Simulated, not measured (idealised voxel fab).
Proc. module: voxel transistor to metal
In the cross-section labelled cut, the width is 280 nm and each square cell is 5 nm.
Bands, listed from the top down, are how a cross-section gets written in this document; the cross-section itself is a grid of square cells, and a band is one or more rows of them. Band: top and bottom heights (nm) first, top before bottom; then materials from left to right, widths in nm. "throughout" marks a sole material filling the band edge to edge. "air" denotes empty space. The reference from which all heights are counted is 0, the level beneath which the as-received wafer is entirely one material; the lowest band, having no lower bound, proceeds downward and is written after the example "0..down". Quick explanation for "30..40": the width changes in equal steps down the rows of cells, from the first number in the band's top row to the second number in its bottom row. "remains unaltered", as given for a step, is the statement that not any cell of the cross-section underwent a change during that step. "Sealed void inventory" means: voids of 8 cells or more that are shut off from the top with no open way through. Written width x height at distance, distance from the left edge, in nm. Anything after a step's settings on that line? It's the simulator's own note about the step. If you see "overlay nm" on a step's line and that step has a mask, it's telling you how far right of where it was planned the mask ended up; a negative number means it went left instead.

# The process steps that were planned are listed below
1: RECEIVE,material Si
2: OXIDIZE,depth nm 5
3: CONFORMAL_DEP,material SiN,thk nm 10
4: PATTERN,tone cover,mask id ACTIVE,material resist,width nm 105,pitch nm 125,thk nm 15,overlay nm 0
5: DIRECTIONAL_ETCH,etch materials SiN,depth nm 10
6: DIRECTIONAL_ETCH,etch materials SiO2,depth nm 5
7: DIRECTIONAL_ETCH,etch materials Si,depth nm 30
8: STRIP,etch materials resist
9: OXIDIZE,depth nm 5
10: FILL_DEP,material SiO2,thk nm 15
11: CMP,height nm 10
12: SELECTIVE_ETCH,etch materials SiO2,depth nm 5
13: STRIP,etch materials SiN
14: SELECTIVE_ETCH,etch materials SiO2,depth nm 5
15: OXIDIZE,depth nm 5
16: DIRECTIONAL_DEP,material polySi,thk nm 20
17: DIRECTIONAL_DEP,material SiCN,thk nm 15
18: DIRECTIONAL_DEP,material aC,thk nm 15
19: PATTERN,tone cover,mask id GATE,material resist,width nm 15,pitch nm 125,thk nm 30,overlay nm 0
20: DIRECTIONAL_ETCH,etch materials aC,depth nm 15
21: STRIP,etch materials resist
22: DIRECTIONAL_ETCH,etch materials SiCN,depth nm 25
23: DIRECTIONAL_ETCH,etch materials polySi,depth nm 30
24: STRIP,etch materials aC
25: CONFORMAL_DEP,material SiO2,thk nm 5
26: DIRECTIONAL_ETCH,etch materials SiO2,depth nm 5
27: CONFORMAL_DEP,material SiN,thk nm 5
28: DIRECTIONAL_ETCH,etch materials SiN,depth nm 5
29: DIRECTIONAL_ETCH,etch materials SiO2,depth nm 5
30: DIRECTIONAL_ETCH,etch materials Si,depth nm 10
31: EPI,material pSi,thk nm 15
32: FILL_DEP,material SiO2,thk nm 5
33: CMP,height nm 30
34: DIRECTIONAL_DEP,material SiO2,thk nm 10
35: MASKED_ETCH,tone open,mask id CONTACT,width nm 35,etch materials SiO2,depth nm 45,overlay nm 0
36: CONFORMAL_DEP,material TiN,thk nm 5
37: FILL_DEP,material Ru,thk nm 10
38: CMP,height nm 40
39: DIRECTIONAL_DEP,material TiN,thk nm 5
40: DIRECTIONAL_DEP,material W,thk nm 20
41: MASKED_ETCH,tone cover,mask id METAL_1,width nm 20,etch materials W,depth nm 20,overlay nm 0
42: MASKED_ETCH,tone cover,mask id METAL_1,width nm 20,etch materials TiN,depth nm 5,overlay nm 0
43: FILL_DEP,material lowk,thk nm 5
44: CMP,height nm 65
45: CONFORMAL_DEP,material SiN,thk nm 5
Among the wafers covered here, the point of difference is the width nm at step 19; their starting state is shared, and the plan presents the value of the first wafer.

# After step 1, as received: first of several wafers, cross-section
  0..down | Si throughout
  Sealed void inventory: none

# Here's the first of several wafers in cross-section, end of the module, after the last step, step 45
  70..65 | SiN throughout
  65..45 | 30 nm lowk  20 nm W  55 nm lowk  20 nm W  30 nm lowk  20 nm W  55 nm lowk  20 nm W  30 nm lowk
  45..40 | 30 nm lowk  20 nm TiN  55 nm lowk  20 nm TiN  30 nm lowk  20 nm TiN  55 nm lowk  20 nm TiN  30 nm lowk
  40..30 | 30 nm SiO2  5 nm TiN  25..20 nm Ru  5..10 nm TiN  25 nm SiO2  5..10 nm TiN  25..20 nm Ru  5 nm TiN  30 nm SiO2  5 nm TiN  25..20 nm Ru  5..10 nm TiN  25 nm SiO2  5..10 nm TiN  25..20 nm Ru  5 nm TiN  30 nm SiO2
  30..15 | 30 nm SiO2  5 nm TiN  20 nm Ru  5 nm TiN  5 nm SiN  5 nm SiO2  15 nm SiCN  5 nm SiO2  5 nm SiN  5 nm TiN  20 nm Ru  5 nm TiN  30 nm SiO2  5 nm TiN  20 nm Ru  5 nm TiN  5 nm SiN  5 nm SiO2  15 nm SiCN  5 nm SiO2  5 nm SiN  5 nm TiN  20 nm Ru  5 nm TiN  30 nm SiO2
  15..5 | 30 nm SiO2  5 nm TiN  20..5 nm Ru  5..20 nm TiN  5 nm SiN  5 nm SiO2  15 nm polySi  5 nm SiO2  5 nm SiN  5..20 nm TiN  20..5 nm Ru  5 nm TiN  30 nm SiO2  5 nm TiN  20..5 nm Ru  5..20 nm TiN  5 nm SiN  5 nm SiO2  15 nm polySi  5 nm SiO2  5 nm SiN  5..20 nm TiN  20..5 nm Ru  5 nm TiN  30 nm SiO2
  5..0 | 30 nm SiO2  5 nm TiN  5 nm Ru  5 nm TiN  15 nm pSi  5 nm SiN  5 nm SiO2  15 nm polySi  5 nm SiO2  5 nm SiN  15 nm pSi  5 nm TiN  5 nm Ru  5 nm TiN  30 nm SiO2  5 nm TiN  5 nm Ru  5 nm TiN  15 nm pSi  5 nm SiN  5 nm SiO2  15 nm polySi  5 nm SiO2  5 nm SiN  15 nm pSi  5 nm TiN  5 nm Ru  5 nm TiN  30 nm SiO2
  0..-5 | 25 nm SiO2  5 nm SiN  15 nm TiN  15 nm pSi  5 nm SiN  5 nm SiO2  15 nm polySi  5 nm SiO2  5 nm SiN  15 nm pSi  15 nm TiN  5 nm SiN  20 nm SiO2  5 nm SiN  15 nm TiN  15 nm pSi  5 nm SiN  5 nm SiO2  15 nm polySi  5 nm SiO2  5 nm SiN  15 nm pSi  15 nm TiN  5 nm SiN  25 nm SiO2
  -5..-10 | 30 nm SiO2  30 nm pSi  35 nm SiO2  30 nm pSi  30 nm SiO2  30 nm pSi  35 nm SiO2  30 nm pSi  30 nm SiO2
  -10..-20 | 30 nm SiO2  30 nm pSi  35 nm Si  30 nm pSi  30 nm SiO2  30 nm pSi  35 nm Si  30 nm pSi  30 nm SiO2
  -20..-40 | 30 nm SiO2  95 nm Si  30 nm SiO2  95 nm Si  30 nm SiO2
  -40..down | Si throughout
  Sealed void inventory: none

# At the end of the module, the last of several wafers in cross-section
  70..65 | SiN throughout
  65..45 | 30 nm lowk  20 nm W  55 nm lowk  20 nm W  30 nm lowk  20 nm W  55 nm lowk  20 nm W  30 nm lowk
  45..40 | 30 nm lowk  20 nm TiN  55 nm lowk  20 nm TiN  30 nm lowk  20 nm TiN  55 nm lowk  20 nm TiN  30 nm lowk
  40..30 | 30 nm SiO2  5 nm TiN  25..15 nm Ru  5..15 nm TiN  25 nm SiO2  5..20 nm TiN  25..10 nm Ru  5 nm TiN  30 nm SiO2  5 nm TiN  25..15 nm Ru  5..15 nm TiN  25 nm SiO2  5..20 nm TiN  25..10 nm Ru  5 nm TiN  30 nm SiO2
  30..15 | 30 nm SiO2  5 nm TiN  15 nm Ru  5 nm TiN  5 nm SiN  5 nm TiN  30 nm SiCN  5 nm TiN  5 nm SiN  5 nm TiN  10 nm Ru  5 nm TiN  30 nm SiO2  5 nm TiN  15 nm Ru  5 nm TiN  5 nm SiN  5 nm TiN  30 nm SiCN  5 nm TiN  5 nm SiN  5 nm TiN  10 nm Ru  5 nm TiN  30 nm SiO2
  15..10 | 30 nm SiO2  5 nm TiN  15 nm Ru  5 nm TiN  5 nm SiN  5 nm TiN  30 nm polySi  5 nm TiN  5 nm SiN  5 nm TiN  10 nm Ru  5 nm TiN  30 nm SiO2  5 nm TiN  15 nm Ru  5 nm TiN  5 nm SiN  5 nm TiN  30 nm polySi  5 nm TiN  5 nm SiN  5 nm TiN  10 nm Ru  5 nm TiN  30 nm SiO2
  10..5 | 30 nm SiO2  25 nm TiN  5 nm SiN  5 nm TiN  30 nm polySi  5 nm TiN  5 nm SiN  20 nm TiN  30 nm SiO2  25 nm TiN  5 nm SiN  5 nm TiN  30 nm polySi  5 nm TiN  5 nm SiN  20 nm TiN  30 nm SiO2
  5..0 | 30 nm SiO2  10 nm TiN  15 nm pSi  5 nm SiN  5 nm TiN  30 nm polySi  5 nm TiN  5 nm SiN  15 nm pSi  5 nm TiN  30 nm SiO2  10 nm TiN  15 nm pSi  5 nm SiN  5 nm TiN  30 nm polySi  5 nm TiN  5 nm SiN  15 nm pSi  5 nm TiN  30 nm SiO2
  0..-5 | 25 nm SiO2  5 nm SiN  10 nm TiN  15 nm pSi  5 nm SiN  5 nm TiN  30 nm polySi  5 nm TiN  5 nm SiN  15 nm pSi  5 nm TiN  5 nm SiN  20 nm SiO2  5 nm SiN  10 nm TiN  15 nm pSi  5 nm SiN  5 nm TiN  30 nm polySi  5 nm TiN  5 nm SiN  15 nm pSi  5 nm TiN  5 nm SiN  25 nm SiO2
  -5..-10 | 30 nm SiO2  25 nm pSi  50 nm SiO2  20 nm pSi  30 nm SiO2  25 nm pSi  50 nm SiO2  20 nm pSi  30 nm SiO2
  -10..-20 | 30 nm SiO2  25 nm pSi  50 nm Si  20 nm pSi  30 nm SiO2  25 nm pSi  50 nm Si  20 nm pSi  30 nm SiO2
  -20..-40 | 30 nm SiO2  95 nm Si  30 nm SiO2  95 nm Si  30 nm SiO2
  -40..down | Si throughout
  Sealed void inventory: none

# Below is a per-wafer table. In it, each row describes the wafer at the end of the module by giving, for each material, the number of cells gained (+) or lost (-) since the wafer was received, and after that the closed voids of the wafer
width nm 15; +108 Ru; -268 Si; +18 SiCN; +88 SiN; +346 SiO2; +108 TiN; +64 W; +200 lowk; +96 pSi; +24 polySi; Sealed void inventory: none
width nm 20; +94 Ru; -264 Si; +24 SiCN; +88 SiN; +334 SiO2; +122 TiN; +64 W; +200 lowk; +90 pSi; +32 polySi; Sealed void inventory: none
width nm 25; +80 Ru; -260 Si; +30 SiCN; +88 SiN; +322 SiO2; +136 TiN; +64 W; +200 lowk; +84 pSi; +40 polySi; Sealed void inventory: none
width nm 30; +70 Ru; -256 Si; +36 SiCN; +88 SiN; +324 SiO2; +132 TiN; +64 W; +200 lowk; +78 pSi; +48 polySi; Sealed void inventory: none
